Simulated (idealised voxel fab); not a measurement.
process module | voxel ribs on slabs
Cross-section cut spans 230 nm and uses square cells 5 nm in size.
Cross-sections here: square-cell grids, written as top-down lists of bands, a band being one or more rows of cells.
Top, bottom (nm), then materials left to right with widths (nm); lone material tagged "all across" fills the whole band edge to edge; "blank" = empty space.
It should be noted that heights are counted from 0, beneath which the wafer as supplied is of one material throughout, and that the lowest band possesses no lower boundary but continues downward, as written in "0..down".
The notation "30 to 40" denotes a width that varies across the rows of cells in the band, beginning at the first number in the top row, finishing at the second number in the bottom row, and changing by an identical amount from each row to the next.
Take "remained unchanged" at face value: in the step it is given for, the cross-section changed in none of its cells.
The entry "Enclosed voids" lists the empty spaces that cover at least 8 cells and have no open path to the top. Each is written as width x height at distance, where the distance is measured from the left edge and all three values are in nm.
Whatever follows a step's settings on its line is a remark the simulator itself makes about that step.
"overlay nm" on a masked step: distance the mask lay right of its planned place, negative for left.

[Steps planned for the process]
step 1: RECEIVE (material Si)
step 2: DIRECTIONAL_DEP (material SiO2; thk nm 25)
step 3: DIRECTIONAL_DEP (material polySi; thk nm 15)
step 4: PATTERN (tone cover; mask id RIB; material resist; width nm 25; thk nm 15; overlay nm 0)
step 5: DIRECTIONAL_ETCH (etch materials polySi; depth nm 10)
step 6: STRIP (etch materials resist)
step 7: DIRECTIONAL_DEP (material aC; thk nm 15)
step 8: PATTERN (tone cover; mask id SLAB; material resist; width nm 85; thk nm 30; overlay nm 0)
step 9: DIRECTIONAL_ETCH (etch materials aC; depth nm 15)
step 10: STRIP (etch materials resist)
step 11: DIRECTIONAL_ETCH (etch materials polySi; depth nm 5)
step 12: STRIP (etch materials aC)
step 13: FILL_DEP (material SiO2; thk nm 20)
step 14: CMP (height nm 50)
step 15: DIRECTIONAL_DEP (material TiN; thk nm 10)
step 16: PATTERN (tone cover; mask id HEATER; material resist; width nm 35; thk nm 15; overlay nm 0)
step 17: DIRECTIONAL_ETCH (etch materials TiN; depth nm 10)
step 18: STRIP (etch materials resist)
step 19: CONFORMAL_DEP (material SiN; thk nm 10)

[As-received wafer cross-section (after step 1)]
    0..down  Si all across
    Enclosed voids: none

[Same starting wafer, same plan as above, one mistake in the execution; this is the cross-section at the end of the module]
    70..60  blank 85, then SiN 55, then blank 90
    60..50  SiN 95, then TiN 35, then SiN 100
    50..40  SiO2 100 to 70, then polySi 25 to 85, then SiO2 105 to 75
    40..25  polySi all across
    25..0  SiO2 all across
    0..down  Si all across
    Enclosed voids: none
What was done differently from what was planned? step 3 in the plan was executed twice
